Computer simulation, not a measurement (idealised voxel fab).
This is a process module. Its name is voxel wiring stack.
cross-section cut | 260 nm wide | cells 5 nm
Format of a cross-section: grid, square cells. Given as bands. Order: top down. Band: one or more rows of cells.
Within each band entry, the heights of the top and of the bottom of the band appear first, in that order and in nm; the materials of the band then follow from left to right, each with its corresponding width in nm. The designation "edge to edge" on a single material indicates that it fills the band from edge to edge; the designation "empty" indicates empty space.
Below 0: as-received wafer, all one material; heights counted from there. Lowest band: no bottom, goes on down, written "0 down".
Graded width ("30..40"): value in top row of band = first number; value in bottom row = second number; row-to-row change constant.
Reading "no change" for a step: not a cell of the cross-section changed in it.
This entry, "Sealed internal voids", enumerates those empty regions of no fewer than 8 cells that possess no open connection to the top. Each region is reported in the form width x height at distance, the distance being taken from the left edge, with all three quantities expressed in nm.
Whatever follows a step's settings on its line is a remark the simulator itself makes about that step.
Steps that use a mask can have "overlay nm" on their line. It says how far the mask sat to the right of where it was meant to be. Negative means to the left.

### Here's what the planned process steps look like
- 1: RECEIVE with material Si
- 2: CONFORMAL_DEP with material SiO2, thk nm 15
- 3: CONFORMAL_DEP with material SiN, thk nm 5
- 4: DIRECTIONAL_DEP with material SiO2, thk nm 20
- 5: PATTERN with tone open, mask id METAL_1, material resist, width nm 30, pitch nm 60, thk nm 20, overlay nm 0
- 6: DIRECTIONAL_ETCH with etch materials SiO2, depth nm 20
- 7: DIRECTIONAL_ETCH with etch materials SiN, depth nm 5
- 8: STRIP with etch materials resist
- 9: CONFORMAL_DEP with material TiN, thk nm 5
- 10: FILL_DEP with material Cu, thk nm 5
- 11: CMP with height nm 40
- 12: CONFORMAL_DEP with material SiCN, thk nm 5
- 13: DIRECTIONAL_DEP with material lowk, thk nm 30
- 14: PATTERN with tone open, mask id METAL_2_HOLES, material resist, width nm 15, pitch nm 120, thk nm 20, overlay nm 0
- 15: DIRECTIONAL_ETCH with etch materials lowk, depth nm 30
- 16: STRIP with etch materials resist
- 17: DIRECTIONAL_DEP with material aC, thk nm 15
- 18: PATTERN with tone open, mask id METAL_2, material resist, width nm 30, pitch nm 60, thk nm 35, overlay nm 0
- 19: DIRECTIONAL_ETCH with etch materials aC, depth nm 15
- 20: STRIP with etch materials resist
- 21: DIRECTIONAL_ETCH with etch materials lowk, depth nm 15
- 22: DIRECTIONAL_ETCH with etch materials SiCN, depth nm 5
- 23: STRIP with etch materials aC
- 24: CONFORMAL_DEP with material TiN, thk nm 5
- 25: FILL_DEP with material Cu, thk nm 5
- 26: CMP with height nm 75
- 27: CONFORMAL_DEP with material SiCN, thk nm 5
- 28: DIRECTIONAL_DEP with material SiO2, thk nm 20
- 29: PATTERN with tone open, mask id PLUG_2, material resist, width nm 15, pitch nm 60, thk nm 15, overlay nm -15
- 30: DIRECTIONAL_ETCH with etch materials SiO2, depth nm 20
- 31: DIRECTIONAL_ETCH with etch materials SiCN, depth nm 5
- 32: STRIP with etch materials resist
- 33: CONFORMAL_DEP with material TiN, thk nm 5
- 34: FILL_DEP with material Cu, thk nm 10
- 35: CMP with height nm 100
- 36: DIRECTIONAL_DEP with material TiN, thk nm 5
- 37: DIRECTIONAL_DEP with material W, thk nm 25
- 38: MASKED_ETCH with tone cover, mask id METAL_3, width nm 30, pitch nm 60, etch materials W, depth nm 25, overlay nm 0
- 39: MASKED_ETCH with tone cover, mask id METAL_3, width nm 30, pitch nm 60, etch materials TiN, depth nm 5, overlay nm 0
- 40: CONFORMAL_DEP with material SiCN, thk nm 5
- 41: FILL_DEP with material SiO2, thk nm 10
- 42: CMP with height nm 130
- 43: CONFORMAL_DEP with material SiCN, thk nm 5
- 44: DIRECTIONAL_DEP with material lowk, thk nm 20
- 45: MASKED_ETCH with tone open, mask id PLUG_3, width nm 15, pitch nm 120, etch materials lowk, depth nm 20, overlay nm 0
- 46: MASKED_ETCH with tone open, mask id PLUG_3, width nm 15, pitch nm 120, etch materials SiCN, depth nm 5, overlay nm 0
- 47: EPI with material Ru, thk nm 10
- 48: EPI with material Ru, thk nm 10
- 49: EPI with material Ru, thk nm 5
- 50: CONFORMAL_DEP with material SiCN, thk nm 5
- 51: DIRECTIONAL_DEP with material SiO2, thk nm 25
- 52: PATTERN with tone open, mask id METAL_4, material resist, width nm 30, pitch nm 60, thk nm 20, overlay nm 0
- 53: DIRECTIONAL_ETCH with etch materials SiO2, depth nm 25
- 54: DIRECTIONAL_ETCH with etch materials SiCN, depth nm 5
- 55: STRIP with etch materials resist
- 56: CONFORMAL_DEP with material TiN, thk nm 5
- 57: FILL_DEP with material W, thk nm 5
- 58: CMP with height nm 185
- 59: EPI with material Ru, thk nm 5
- 60: FILL_DEP with material SiCN, thk nm 5
The wafers are alike at the start. At step 29, their overlay nm differs. The plan lists the first wafer's value.

### So this is the first of several wafers, cross-sectioned as it came to us, meaning it's at the end of step 1
0 down = Si edge to edge
Sealed internal voids: none

### End of module, by wafer: material-by-material cell gain (+) or loss (-) since receipt, then closed voids
overlay nm -15, +92 Cu, +54 Ru, +313 SiCN, +34 SiN, +774 SiO2, +187 TiN, +150 W, +424 lowk, Sealed internal voids: none
overlay nm -10, +92 Cu, +54 Ru, +313 SiCN, +34 SiN, +774 SiO2, +187 TiN, +150 W, +424 lowk, Sealed internal voids: none
overlay nm -5, +92 Cu, +54 Ru, +313 SiCN, +34 SiN, +774 SiO2, +187 TiN, +150 W, +424 lowk, Sealed internal voids: none
overlay nm 0, +92 Cu, +54 Ru, +313 SiCN, +34 SiN, +774 SiO2, +187 TiN, +150 W, +424 lowk, Sealed internal voids: none
overlay nm 5, +92 Cu, +54 Ru, +313 SiCN, +34 SiN, +774 SiO2, +187 TiN, +150 W, +424 lowk, Sealed internal voids: none
overlay nm 10, +92 Cu, +54 Ru, +313 SiCN, +34 SiN, +774 SiO2, +187 TiN, +150 W, +424 lowk, Sealed internal voids: none
overlay nm 15, +92 Cu, +54 Ru, +313 SiCN, +34 SiN, +774 SiO2, +187 TiN, +150 W, +424 lowk, Sealed internal voids: none
